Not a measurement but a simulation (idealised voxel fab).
Process module name: voxel released beams
Cross-section cut: width 290 nm, square cells of 5 nm.
Cross-section = grid of square cells, listed top down in bands; band = one or more rows.
Quick guide to a band line: top height, bottom height (nm) up front; then every material left to right with its width in nm. Only one material and it's marked "edge to edge"? Then it fills the band edge to edge. And "empty" just means empty space.
Beneath 0, the wafer as received is one material, and that level is where height counting begins. The lowest band goes on downward without a bottom; it is written like "from 0 down".
A width such as "30 to 40" changes by the same amount from each row of cells to the next, from the band's top row to its bottom row.
Take "nothing got changed" at face value: in the step it is given for, the cross-section changed in none of its cells.
Voids not open to the top, 8 cells minimum: see "Sealed internal cavities". Written width x height at distance; distance is from the left edge; nm.
That trailing text on a step's line, after the settings, is the simulator's own remark on the step.
"overlay nm" answers the question of how far to the right of plan the mask lay on a step that has a mask, and when it is negative the answer is to the left.

So here's the lineup of process steps we planned
1: RECEIVE,material Si
2: CONFORMAL_DEP,material Al2O3,thk nm 10
3: DIRECTIONAL_DEP,material SiO2,thk nm 20
4: DIRECTIONAL_DEP,material aC,thk nm 10
5: PATTERN,tone open,mask id ANCHOR,material resist,width nm 40,thk nm 30,overlay nm 0
6: DIRECTIONAL_ETCH,etch materials aC,depth nm 10
7: STRIP,etch materials resist
8: DIRECTIONAL_ETCH,etch materials SiO2,depth nm 20
9: STRIP,etch materials aC
10: CONFORMAL_DEP,material SiN,thk nm 15
11: PATTERN,tone cover,mask id BEAM,material resist,width nm 115,thk nm 15,overlay nm 0
12: DIRECTIONAL_ETCH,etch materials SiN,depth nm 15
13: STRIP,etch materials resist
14: STRIP,etch materials SiO2

So this is the incoming wafer in cross-section - it's already been through step 1
from 0 down = Si edge to edge
Sealed internal cavities: none

Cross-sectional view of the first of the two wafers upon completion of the module, processed in accordance with the plan
from 45 to 30 = 85 of empty, then 20 of SiN, then 10 of empty, then 85 of SiN, then 90 of empty
from 30 to 25 = 90 of empty, then 15 of SiN, then 10 of empty, then 15 of SiN, then 160 of empty
from 25 to 10 = 90 of empty, then 40 of SiN, then 160 of empty
from 10 to 0 = Al2O3 edge to edge
from 0 down = Si edge to edge
Sealed internal cavities: none

Module end: cross-section of wafer two of two. Same start and process plan as the first wafer. One mistake during execution
from 45 to 30 = 75 of empty, then 30 of SiN, then 10 of empty, then 75 of SiN, then 100 of empty
from 30 to 25 = 90 of empty, then 15 of SiN, then 10 of empty, then 15 of SiN, then 160 of empty
from 25 to 10 = 90 of empty, then 40 of SiN, then 160 of empty
from 10 to 0 = Al2O3 edge to edge
from 0 down = Si edge to edge
Sealed internal cavities: none
Finding, execution versus plan: planned and actual differ for step 11; actual: PATTERN,tone cover,mask id BEAM,material resist,width nm 115,thk nm 15,overlay nm -10
Tallied in cells, the final second wafer holds each material in the same quantity as the first, although not at the same places.
